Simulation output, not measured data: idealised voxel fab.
The following is a process module called voxel capacitor over wiring.
Each square cell in cross-section cut measures 5 nm, and the section as a whole is 220 nm wide.
Square cells in a grid make up a cross-section in this document, and the grid is given as bands, listed from the top down, each one or more rows of cells. For a band, the entry starts with two heights in nm, that of the top and then that of the bottom, and carries on with the band's materials in order from left to right, each alongside its width in nm; the word "throughout" beside a single material means it fills the band edge to edge, and "empty" means empty space. Heights from 0 (as-received wafer is one material below). Bottom band endless downward, as "0 and below". Note: "30->40" means the width goes from the first number (top row of the band) to the second number (bottom row) in equal steps per row of cells. What does "no alteration" mean for a step? It means no cell of the cross-section changed in that step. Under "Closed-off voids" you'll find the enclosed gaps, the ones with no way out to the top, that are 8 cells or bigger; each reads width x height at distance, with distance counted from the left edge, everything in nm. If you see something after the settings on a step's line, that's the simulator's own remark about that step. You can add "overlay nm" to a step's line. For a step with a mask, it describes how far the mask lay to the right of its planned position, and a negative number describes a lay to the left.

So here's the lineup of process steps we planned:
1 RECEIVE,material Si
2 CONFORMAL_DEP,material SiO2,thk nm 15
3 DIRECTIONAL_DEP,material TiN,thk nm 5
4 DIRECTIONAL_DEP,material W,thk nm 20
5 DIRECTIONAL_DEP,material aC,thk nm 10
6 PATTERN,tone cover,mask id METAL_1,material resist,width nm 20,pitch nm 70,thk nm 30,overlay nm 0
7 DIRECTIONAL_ETCH,etch materials aC,depth nm 10
8 STRIP,etch materials resist
9 DIRECTIONAL_ETCH,etch materials W,depth nm 20
10 DIRECTIONAL_ETCH,etch materials TiN,depth nm 5
11 STRIP,etch materials aC
12 CONFORMAL_DEP,material SiCN,thk nm 5
13 FILL_DEP,material lowk,thk nm 5
14 CMP,height nm 40
15 CONFORMAL_DEP,material SiCN,thk nm 5
16 DIRECTIONAL_DEP,material lowk,thk nm 20
17 PATTERN,tone open,mask id PLUG_1,material resist,width nm 15,thk nm 20,overlay nm 0
18 DIRECTIONAL_ETCH,etch materials lowk,depth nm 20
19 DIRECTIONAL_ETCH,etch materials SiCN,depth nm 5
20 STRIP,etch materials resist
21 CONFORMAL_DEP,material TiN,thk nm 5
22 FILL_DEP,material Ru,thk nm 5
23 CMP,height nm 65
24 DIRECTIONAL_DEP,material TiN,thk nm 10
25 DIRECTIONAL_DEP,material HfO2,thk nm 5
26 DIRECTIONAL_DEP,material TiN,thk nm 10
27 PATTERN,tone cover,mask id UPPER_PLATE,material resist,width nm 55,thk nm 15,overlay nm 0
28 DIRECTIONAL_ETCH,etch materials TiN,depth nm 10
29 DIRECTIONAL_ETCH,etch materials HfO2,depth nm 5
30 STRIP,etch materials resist
31 PATTERN,tone cover,mask id LOWER_PLATE,material resist,width nm 65,thk nm 15,overlay nm 0
32 DIRECTIONAL_ETCH,etch materials TiN,depth nm 10
33 STRIP,etch materials resist
34 FILL_DEP,material SiO2,thk nm 15
35 CMP,height nm 100
36 DIRECTIONAL_DEP,material aC,thk nm 15
37 PATTERN,tone open,mask id PLUG_2,material resist,width nm 15,thk nm 30,overlay nm 0
38 DIRECTIONAL_ETCH,etch materials aC,depth nm 15
39 STRIP,etch materials resist
40 DIRECTIONAL_ETCH,etch materials SiO2,depth nm 10
41 STRIP,etch materials aC
42 CONFORMAL_DEP,material TiN,thk nm 5
43 FILL_DEP,material Cu,thk nm 10
44 CMP,height nm 100
45 CONFORMAL_DEP,material SiN,thk nm 5

Cross-section of the wafer as it came to us, i.e., already through step 1:
- 0 and below: Si throughout
- Closed-off voids: none

Module complete, cross-section. Starting point and plan per above. One mistake made in running the module:
- 105 down to 100: SiN throughout
- 100 down to 95: SiO2=80; TiN=5; Cu=5; TiN=5; SiO2=125
- 95 down to 90: SiO2=80; TiN=15; SiO2=125
- 90 down to 80: SiO2=70; TiN=55; SiO2=95
- 80 down to 75: SiO2=70; HfO2=55; SiO2=95
- 75 down to 65: SiO2=65; TiN=65; SiO2=90
- 65 down to 45: lowk=70; TiN=5; Ru=5; TiN=5; lowk=135
- 45 down to 40: SiCN=70; TiN=15; SiCN=135
- 40 down to 35: lowk=60; SiCN=30; lowk=40; SiCN=30; lowk=60
- 35 down to 20: lowk=60; SiCN=5; W=20; SiCN=5; lowk=40; SiCN=5; W=20; SiCN=5; lowk=60
- 20 down to 15: SiCN=65; W=20; SiCN=50; W=20; SiCN=65
- 15 down to 0: SiO2 throughout
- 0 and below: Si throughout
- Closed-off voids: none
In executing the process, a mistake was made relative to the plan: step 3 of the plan never got run, it was skipped over
